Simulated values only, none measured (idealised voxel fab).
The following process module bears the name voxel fin reveal.
Pictured: cross-section cut, 275 nm wide, on a grid of 5 nm square cells.
Cross-section, as written here: a square-cell grid given band by band from the top down, where a band holds one or more rows of cells. Band: top height; bottom height; in nm. Then, left to right: material with width in nm, for each material. "all across": a single material spanning edge to edge. "empty": empty space. Heights are measured from 0, the level below which the as-received wafer is all one material; the lowest band has no bottom and continues downward, written as in "0..down". Read "30->40" as a graded width: first number on top, second number at the bottom, same change between each pair of neighbouring rows. Take "nothing changed" at face value: in the step it is given for, the cross-section changed in none of its cells. "Sealed void listing" lists enclosed empty spaces (at least 8 cells, no open path upward to the top), each as width x height at distance from the left edge, in nm. That trailing text on a step's line, after the settings, is the simulator's own remark on the step. You can add "overlay nm" to a step's line. For a step with a mask, it describes how far the mask lay to the right of its planned position, and a negative number describes a lay to the left.
This section lists the process steps that were planned
| 1 | RECEIVE [material Si] |
| 2 | CONFORMAL_DEP [material SiN] [thk nm 5] |
| 3 | PATTERN [tone cover] [mask id FINS] [material resist] [width nm 15] [pitch nm 35] [thk nm 20] [overlay nm 0] |
| 4 | DIRECTIONAL_ETCH [etch materials SiN] [depth nm 5] |
| 5 | DIRECTIONAL_ETCH [etch materials Si] [depth nm 30] |
| 6 | STRIP [etch materials resist] |
| 7 | FILL_DEP [material SiO2] [thk nm 5] |
| 8 | CMP [height nm 5] |
| 9 | SELECTIVE_ETCH [etch materials SiO2] [depth nm 15] |
| 10 | STRIP [etch materials SiN] |
Delivered wafer in cross-section: state after step 1
- 0..down | Si all across
- Sealed void listing: none
First of two wafers at the end of the module, shown in cross-section; run carried out as planned
- 0..-10 | empty 95  Si 15  empty 20  Si 15  empty 20  Si 15  empty 95
- -10..-30 | SiO2 95  Si 15  SiO2 20  Si 15  SiO2 20  Si 15  SiO2 95
- -30..down | Si all across
- Sealed void listing: none
The second wafer, shown in cross-section after the module: started the same way as the first and given the same plan, yet one mistake crept into how it was run
- 5..0 | empty 95  SiN 15  empty 20  SiN 15  empty 20  SiN 15  empty 95
- 0..-10 | empty 95  Si 15  empty 20  Si 15  empty 20  Si 15  empty 95
- -10..-30 | SiO2 95  Si 15  SiO2 20  Si 15  SiO2 20  Si 15  SiO2 95
- -30..down | Si all across
- Sealed void listing: none
Where did the run depart from the plan? plan step 10 skipped
Count the cells at the end and the second wafer has more or fewer of some materials than the first: 9 more of SiN
